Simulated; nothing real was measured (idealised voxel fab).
Proc. module: voxel spacer lines
Displayed cross-section: cut, width of 185 nm, square cells sized 5 nm.
A cross-section is written here as square cells arranged in a grid, and it is given in bands from the top down, each band taking up one or more rows of cells.
Band entry format. Leading values: height of top, height of bottom, nm. Remainder: materials in left-to-right order, each with its width in nm. Special words: "all across" on a single material, which then fills the band edge to edge; "air", empty space.
Heights are reckoned from 0. Under this level, the received wafer is all of one material. The bottommost band is open-ended downward, for example "0..down".
Think of "30..40" as a width that walks from the first number to the second as you go down the band, top row to bottom row, taking equal-sized steps from row to row.
What does "no change" mean for a step? It means no cell of the cross-section changed in that step.
The label "Voids, sealed" introduces a list of the empty spaces, 8 cells or larger, that have no open way up to the top; each entry in it reads width x height at distance, where the distance is taken from the left edge and all three are stated in nm.
Anything after a step's settings on that line? It's the simulator's own note about the step.
overlay nm: step with mask; distance mask lay right of planned place; negative value = left of planned place.
**The following list gives the planned process steps**
1,RECEIVE [material Si]
2,CONFORMAL_DEP [material Al2O3] [thk nm 10]
3,DIRECTIONAL_DEP [material SiN] [thk nm 10]
4,DIRECTIONAL_DEP [material polySi] [thk nm 30]
5,PATTERN [tone cover] [mask id MANDREL] [material resist] [width nm 20] [pitch nm 60] [thk nm 40] [overlay nm 0]
6,DIRECTIONAL_ETCH [etch materials polySi] [depth nm 30]
7,STRIP [etch materials resist]
8,CONFORMAL_DEP [material SiO2] [thk nm 10]
9,DIRECTIONAL_ETCH [etch materials SiO2] [depth nm 10]
10,STRIP [etch materials polySi]
11,DIRECTIONAL_ETCH [etch materials SiN] [depth nm 10]
12,STRIP [etch materials SiO2]
**First out of two wafers; run went to plan**
**Delivered wafer in cross-section: state after step 1**
* 0..down  Si all across
* Voids, sealed: none
**Wafer section view after processing step 2**
* 10..0  Al2O3 all across
* Under 0: no change, same as before.
**Wafer section view after processing step 3**
* 20..10  SiN all across
* Under 10: no change, same as before.
**Wafer section view after processing step 4**
* 50..20  polySi all across
* Under 20: no change, same as before.
**Wafer section view after processing step 5**
* 90..50  20 air  20 resist  40 air  20 resist  40 air  20 resist  25 air
* Under 50: no change, same as before.
**Wafer section view after processing step 6**
* 90..50  20 air  20 resist  40 air  20 resist  40 air  20 resist  25 air
* 50..20  20 air  20 polySi  40 air  20 polySi  40 air  20 polySi  25 air
* Under 20: no change, same as before.
**Wafer section view after processing step 7**
* 50..20  20 air  20 polySi  40 air  20 polySi  40 air  20 polySi  25 air
* Under 20: no change, same as before.
**Wafer section view after processing step 8**
* 60..50  10 air  40 SiO2  20 air  40 SiO2  20 air  40 SiO2  15 air
* 50..30  10 air  10 SiO2  20 polySi  10 SiO2  20 air  10 SiO2  20 polySi  10 SiO2  20 air  10 SiO2  20 polySi  10 SiO2  15 air
* 30..20  20 SiO2  20 polySi  40 SiO2  20 polySi  40 SiO2  20 polySi  25 SiO2
* Under 20: no change, same as before.
**Wafer section view after processing step 9**
* 50..20  10 air  10 SiO2  20 polySi  10 SiO2  20 air  10 SiO2  20 polySi  10 SiO2  20 air  10 SiO2  20 polySi  10 SiO2  15 air
* Under 20: no change, same as before.
**Wafer section view after processing step 10**
* 50..20  10 air  10 SiO2  20 air  10 SiO2  20 air  10 SiO2  20 air  10 SiO2  20 air  10 SiO2  20 air  10 SiO2  15 air
* Under 20: no change, same as before.
**Wafer section view after processing step 11**
* 50..20  10 air  10 SiO2  20 air  10 SiO2  20 air  10 SiO2  20 air  10 SiO2  20 air  10 SiO2  20 air  10 SiO2  15 air
* 20..10  10 air  10 SiN  20 air  10 SiN  20 air  10 SiN  20 air  10 SiN  20 air  10 SiN  20 air  10 SiN  15 air
* Under 10: no change, same as before.
**Wafer section view after processing step 12**
* 20..10  10 air  10 SiN  20 air  10 SiN  20 air  10 SiN  20 air  10 SiN  20 air  10 SiN  20 air  10 SiN  15 air
* Under 10: no change, same as before.
**Second of two: same start, same plan, one run error; steps up to and including 3 match the first**
**Here is the second wafer in cross-section at the point where step 4 of the plan should have been done**
* 50..20  Al2O3 all across
* Under 20: no change, same as before.
**Here is the second wafer in cross-section at the point where step 5 of the plan should have been done**
* 90..50  20 air  20 resist  40 air  20 resist  40 air  20 resist  25 air
* Under 50: no change, same as before.
Here is the second wafer in cross-section at the point where step 6 of the plan should have been done: no change
**Here is the second wafer in cross-section at the point where step 7 of the plan should have been done**
* 50..20  Al2O3 all across
* Under 20: no change, same as before.
**Here is the second wafer in cross-section at the point where step 8 of the plan should have been done**
* 60..50  SiO2 all across
* Under 50: no change, same as before.
**Here is the second wafer in cross-section at the point where step 9 of the plan should have been done**
* 50..20  Al2O3 all across
* Under 20: no change, same as before.
Here is the second wafer in cross-section at the point where step 10 of the plan should have been done: no change
Here is the second wafer in cross-section at the point where step 11 of the plan should have been done: no change
Here is the second wafer in cross-section at the point where step 12 of the plan should have been done: no change
Which mistake was made when the wafer was run? heads up, step 4 didn't go per plan, it actually ran as DIRECTIONAL_DEP [material Al2O3] [thk nm 30]
Materials where the second wafer ends with more or fewer cells than the first: +222 Al2O3, +50 SiN
